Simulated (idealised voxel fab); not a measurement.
The following is a process module called voxel fin reveal.
cross-section cut | 250 nm wide | cells 5 nm
When this document writes out a cross-section, it uses a grid of square cells and lists it as bands, beginning at the top and moving down, with a band standing for one or more rows of cells. Top, bottom (nm), then materials left to right with widths (nm); lone material tagged "edge to edge" fills the whole band edge to edge; "air" = empty space. Basically, 0 is our baseline, since under it the wafer straight out of the box is all one material. The bottom band has no lower end and keeps on going down, so it looks like "0 down". Per-row width for "30->40": begins at first number (top row of band), ends at second number (bottom row), increment between rows held constant. When a step is marked "nothing different", none of the cells in the cross-section changed during that step. You'll see "Non-vented voids" listing empty spaces that have no way open to the top, as long as they're 8 cells or more; the notation is width x height at distance, where the distance is from the left edge, and all of it is in nm. Formally, on a step line, whatever follows the settings is a remark that the simulator itself makes on the step. overlay nm: how far to the right of its planned place the mask lay on this masked step (negative: to the left).

PLAN
1. RECEIVE [material Si]
2. CONFORMAL_DEP [material SiN] [thk nm 10]
3. DIRECTIONAL_DEP [material aC] [thk nm 10]
4. PATTERN [tone cover] [mask id FINS] [material resist] [width nm 15] [pitch nm 40] [thk nm 25] [overlay nm 0]
5. DIRECTIONAL_ETCH [etch materials aC] [depth nm 10]
6. STRIP [etch materials resist]
7. DIRECTIONAL_ETCH [etch materials SiN] [depth nm 10]
8. DIRECTIONAL_ETCH [etch materials Si] [depth nm 40]
9. STRIP [etch materials aC]
10. OXIDIZE [depth nm 5]
11. FILL_DEP [material SiO2] [thk nm 15]
12. CMP [height nm 10]
13. SELECTIVE_ETCH [etch materials SiO2] [depth nm 20]
14. STRIP [etch materials SiN]

THE FIRST OF A SET OF TWO WAFERS, RUN TO PLAN

CROSS-SECTION OF THE WAFER UPON ARRIVAL, REPRESENTING THE STATE REACHED AFTER STEP 1
* 0 down: Si edge to edge
* Non-vented voids: none

PRESENTED HERE IS A CROSS-SECTION OF THE WAFER AFTER STEP 2 HAS BEEN PERFORMED
* 10 to 0: SiN edge to edge
* All layers under 0 are left as they were.

PRESENTED HERE IS A CROSS-SECTION OF THE WAFER AFTER STEP 3 HAS BEEN PERFORMED
* 20 to 10: aC edge to edge
* All layers under 10 are left as they were.

PRESENTED HERE IS A CROSS-SECTION OF THE WAFER AFTER STEP 4 HAS BEEN PERFORMED
* 45 to 20: 95 nm air  15 nm resist  25 nm air  15 nm resist  100 nm air
* All layers under 20 are left as they were.

PRESENTED HERE IS A CROSS-SECTION OF THE WAFER AFTER STEP 5 HAS BEEN PERFORMED
* 35 to 20: 95 nm air  15 nm resist  25 nm air  15 nm resist  100 nm air
* 20 to 10: 95 nm air  15 nm aC  25 nm air  15 nm aC  100 nm air
* All layers under 10 are left as they were.

PRESENTED HERE IS A CROSS-SECTION OF THE WAFER AFTER STEP 6 HAS BEEN PERFORMED
* 20 to 10: 95 nm air  15 nm aC  25 nm air  15 nm aC  100 nm air
* All layers under 10 are left as they were.

PRESENTED HERE IS A CROSS-SECTION OF THE WAFER AFTER STEP 7 HAS BEEN PERFORMED
* 20 to 10: 95 nm air  15 nm aC  25 nm air  15 nm aC  100 nm air
* 10 to 0: 95 nm air  15 nm SiN  25 nm air  15 nm SiN  100 nm air
* All layers under 0 are left as they were.

PRESENTED HERE IS A CROSS-SECTION OF THE WAFER AFTER STEP 8 HAS BEEN PERFORMED
* 20 to 10: 95 nm air  15 nm aC  25 nm air  15 nm aC  100 nm air
* 10 to 0: 95 nm air  15 nm SiN  25 nm air  15 nm SiN  100 nm air
* 0 to -40: 95 nm air  15 nm Si  25 nm air  15 nm Si  100 nm air
* All layers under -40 are left as they were.

PRESENTED HERE IS A CROSS-SECTION OF THE WAFER AFTER STEP 9 HAS BEEN PERFORMED
* 10 to 0: 95 nm air  15 nm SiN  25 nm air  15 nm SiN  100 nm air
* All layers under 0 are left as they were.

PRESENTED HERE IS A CROSS-SECTION OF THE WAFER AFTER STEP 10 HAS BEEN PERFORMED
* 10 to 0: 95 nm air  15 nm SiN  25 nm air  15 nm SiN  100 nm air
* 0 to -40: 95 nm air  5 nm SiO2  5 nm Si  5 nm SiO2  25 nm air  5 nm SiO2  5 nm Si  5 nm SiO2  100 nm air
* -40 to -45: 100 nm SiO2  5 nm Si  35 nm SiO2  5 nm Si  105 nm SiO2
* All layers under -45 are left as they were.

PRESENTED HERE IS A CROSS-SECTION OF THE WAFER AFTER STEP 11 HAS BEEN PERFORMED
* 25 to 10: SiO2 edge to edge
* 10 to 0: 95 nm SiO2  15 nm SiN  25 nm SiO2  15 nm SiN  100 nm SiO2
* 0 to -45: 100 nm SiO2  5 nm Si  35 nm SiO2  5 nm Si  105 nm SiO2
* All layers under -45 are left as they were.

PRESENTED HERE IS A CROSS-SECTION OF THE WAFER AFTER STEP 12 HAS BEEN PERFORMED
* 10 to 0: 95 nm SiO2  15 nm SiN  25 nm SiO2  15 nm SiN  100 nm SiO2
* All layers under 0 are left as they were.

PRESENTED HERE IS A CROSS-SECTION OF THE WAFER AFTER STEP 13 HAS BEEN PERFORMED
* 10 to 0: 95 nm air  15 nm SiN  25 nm air  15 nm SiN  100 nm air
* 0 to -10: 100 nm air  5 nm Si  35 nm air  5 nm Si  105 nm air
* All layers under -10 are left as they were.

PRESENTED HERE IS A CROSS-SECTION OF THE WAFER AFTER STEP 14 HAS BEEN PERFORMED
* 0 to -10: 100 nm air  5 nm Si  35 nm air  5 nm Si  105 nm air
* All layers under -10 are left as they were.

REGARDING THE SECOND OF THE TWO WAFERS: IT SHARED THE FIRST WAFER'S STARTING CONDITION AND PROCESS PLAN, YET ONE ERROR OCCURRED DURING ITS EXECUTION. ITS HISTORY COINCIDES WITH THAT OF THE FIRST WAFER UP TO AND INCLUDING STEP 3

CROSS-SECTIONAL VIEW OF THE SECOND WAFER AT THE INTENDED END TIME OF PROCESS STEP 4
* 45 to 20: 95 nm resist  15 nm air  25 nm resist  15 nm air  100 nm resist
* All layers under 20 are left as they were.

CROSS-SECTIONAL VIEW OF THE SECOND WAFER AT THE INTENDED END TIME OF PROCESS STEP 5
* 35 to 20: 95 nm resist  15 nm air  25 nm resist  15 nm air  100 nm resist
* 20 to 10: 95 nm aC  15 nm air  25 nm aC  15 nm air  100 nm aC
* All layers under 10 are left as they were.

CROSS-SECTIONAL VIEW OF THE SECOND WAFER AT THE INTENDED END TIME OF PROCESS STEP 6
* 20 to 10: 95 nm aC  15 nm air  25 nm aC  15 nm air  100 nm aC
* All layers under 10 are left as they were.

CROSS-SECTIONAL VIEW OF THE SECOND WAFER AT THE INTENDED END TIME OF PROCESS STEP 7
* 20 to 10: 95 nm aC  15 nm air  25 nm aC  15 nm air  100 nm aC
* 10 to 0: 95 nm SiN  15 nm air  25 nm SiN  15 nm air  100 nm SiN
* All layers under 0 are left as they were.

CROSS-SECTIONAL VIEW OF THE SECOND WAFER AT THE INTENDED END TIME OF PROCESS STEP 8
* 20 to 10: 95 nm aC  15 nm air  25 nm aC  15 nm air  100 nm aC
* 10 to 0: 95 nm SiN  15 nm air  25 nm SiN  15 nm air  100 nm SiN
* 0 to -40: 95 nm Si  15 nm air  25 nm Si  15 nm air  100 nm Si
* All layers under -40 are left as they were.

CROSS-SECTIONAL VIEW OF THE SECOND WAFER AT THE INTENDED END TIME OF PROCESS STEP 9
* 10 to 0: 95 nm SiN  15 nm air  25 nm SiN  15 nm air  100 nm SiN
* All layers under 0 are left as they were.

CROSS-SECTIONAL VIEW OF THE SECOND WAFER AT THE INTENDED END TIME OF PROCESS STEP 10
* 10 to 0: 95 nm SiN  15 nm air  25 nm SiN  15 nm air  100 nm SiN
* 0 to -40: 90 nm Si  5 nm SiO2  15 nm air  5 nm SiO2  15 nm Si  5 nm SiO2  15 nm air  5 nm SiO2  95 nm Si
* -40 to -45: 90 nm Si  25 nm SiO2  15 nm Si  25 nm SiO2  95 nm Si
* All layers under -45 are left as they were.

CROSS-SECTIONAL VIEW OF THE SECOND WAFER AT THE INTENDED END TIME OF PROCESS STEP 11
* 25 to 10: SiO2 edge to edge
* 10 to 0: 95 nm SiN  15 nm SiO2  25 nm SiN  15 nm SiO2  100 nm SiN
* 0 to -45: 90 nm Si  25 nm SiO2  15 nm Si  25 nm SiO2  95 nm Si
* All layers under -45 are left as they were.

CROSS-SECTIONAL VIEW OF THE SECOND WAFER AT THE INTENDED END TIME OF PROCESS STEP 12
* 10 to 0: 95 nm SiN  15 nm SiO2  25 nm SiN  15 nm SiO2  100 nm SiN
* All layers under 0 are left as they were.

CROSS-SECTIONAL VIEW OF THE SECOND WAFER AT THE INTENDED END TIME OF PROCESS STEP 13
* 10 to 0: 95 nm SiN  15 nm air  25 nm SiN  15 nm air  100 nm SiN
* 0 to -10: 90 nm Si  25 nm air  15 nm Si  25 nm air  95 nm Si
* All layers under -10 are left as they were.

CROSS-SECTIONAL VIEW OF THE SECOND WAFER AT THE INTENDED END TIME OF PROCESS STEP 14
* 0 to -10: 90 nm Si  25 nm air  15 nm Si  25 nm air  95 nm Si
* All layers under -10 are left as they were.
Diagnosis: rather than as planned, step 4 actually ran as PATTERN [tone open] [mask id FINS] [material resist] [width nm 15] [pitch nm 40] [thk nm 25] [overlay nm 0]
Wafer comparison, final, in cells, second relative to first, materials more or fewer: Si +342; SiO2 -266
